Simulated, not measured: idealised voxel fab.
process module | voxel plated lines
cross-section cut | 215 nm wide | cells 5 nm
A cross-section is a grid of square cells, given in bands from the top down. A band is one or more rows of cells.
Each band's line starts with the height of the band's top and of its bottom, in nm. Then come its materials from left to right, each with its width in nm. One material with "throughout" fills the band from edge to edge. "air" is empty space.
Height 0 is the level under which the wafer as received is all one material. The lowest band goes on downwards, as in "0 down".
A width such as "30 to 40" changes by the same amount from each row of cells to the next, from the band's top row to its bottom row.
"no change" after a step means that no cell of the cross-section changed.
closed voids: empty space of 8 cells or more with no open way to the top, each as width x height at its distance from the left edge, in nm
after a step's settings: what the simulator itself notes on the step
overlay nm, on a step with a mask: how far to the right of its planned place the mask lay; to the left if negative
plan
1 op RECEIVE | material Si
2 op CONFORMAL_DEP | material SiO2 | thk nm 5
3 op DIRECTIONAL_DEP | material TiN | thk nm 5
4 op PATTERN | tone open | mask id LINES | material resist | width nm 30 | pitch nm 60 | thk nm 35 | overlay nm 0
5 op EPI | material Ru | thk nm 10
6 op EPI | material Ru | thk nm 5
7 op EPI | material Ru | thk nm 10
8 op STRIP | etch materials resist
9 op DIRECTIONAL_ETCH | etch materials TiN | depth nm 5
10 op CONFORMAL_DEP | material SiCN | thk nm 5
first wafer, as planned
as received, after step 1
  0 down: Si throughout
  closed voids: none
after step 2
  5 to 0: SiO2 throughout
  below 0: unchanged
after step 3
  10 to 5: TiN throughout
  below 5: unchanged
after step 4
  45 to 10: resist 60 | air 30 | resist 30 | air 30 | resist 65
  below 10: unchanged
after step 5
  45 to 20: resist 60 | air 30 | resist 30 | air 30 | resist 65
  20 to 10: resist 60 | Ru 30 | resist 30 | Ru 30 | resist 65
  below 10: unchanged
after step 6
  45 to 25: resist 60 | air 30 | resist 30 | air 30 | resist 65
  25 to 10: resist 60 | Ru 30 | resist 30 | Ru 30 | resist 65
  below 10: unchanged
after step 7
  45 to 35: resist 60 | air 30 | resist 30 | air 30 | resist 65
  35 to 10: resist 60 | Ru 30 | resist 30 | Ru 30 | resist 65
  below 10: unchanged
after step 8
  35 to 10: air 60 | Ru 30 | air 30 | Ru 30 | air 65
  below 10: unchanged
after step 9
  35 to 10: air 60 | Ru 30 | air 30 | Ru 30 | air 65
  10 to 5: air 60 | TiN 30 | air 30 | TiN 30 | air 65
  below 5: unchanged
after step 10
  40 to 35: air 55 | SiCN 40 | air 20 | SiCN 40 | air 60
  35 to 10: air 55 | SiCN 5 | Ru 30 | SiCN 5 | air 20 | SiCN 5 | Ru 30 | SiCN 5 | air 60
  10 to 5: SiCN 60 | TiN 30 | SiCN 30 | TiN 30 | SiCN 65
  below 5: unchanged
second wafer: like start, like plan, one mistake. Through step 3 it matches the first wafer
when step 4 should have ended
  45 to 10: resist 65 | air 20 | resist 40 | air 20 | resist 70
  below 10: unchanged
when step 5 should have ended
  45 to 20: resist 65 | air 20 | resist 40 | air 20 | resist 70
  20 to 10: resist 65 | Ru 20 | resist 40 | Ru 20 | resist 70
  below 10: unchanged
when step 6 should have ended
  45 to 25: resist 65 | air 20 | resist 40 | air 20 | resist 70
  25 to 10: resist 65 | Ru 20 | resist 40 | Ru 20 | resist 70
  below 10: unchanged
when step 7 should have ended
  45 to 35: resist 65 | air 20 | resist 40 | air 20 | resist 70
  35 to 10: resist 65 | Ru 20 | resist 40 | Ru 20 | resist 70
  below 10: unchanged
when step 8 should have ended
  35 to 10: air 65 | Ru 20 | air 40 | Ru 20 | air 70
  below 10: unchanged
when step 9 should have ended
  35 to 10: air 65 | Ru 20 | air 40 | Ru 20 | air 70
  10 to 5: air 65 | TiN 20 | air 40 | TiN 20 | air 70
  below 5: unchanged
when step 10 should have ended
  40 to 35: air 60 | SiCN 30 | air 30 | SiCN 30 | air 65
  35 to 10: air 60 | SiCN 5 | Ru 20 | SiCN 5 | air 30 | SiCN 5 | Ru 20 | SiCN 5 | air 65
  10 to 5: SiCN 65 | TiN 20 | SiCN 40 | TiN 20 | SiCN 70
  below 5: unchanged
what went wrong: step 4 ran as: op PATTERN | tone open | mask id LINES | material resist | width nm 20 | pitch nm 60 | thk nm 35 | overlay nm 0
at the end the second wafer has, in cells: 20 fewer of Ru | 4 fewer of TiN
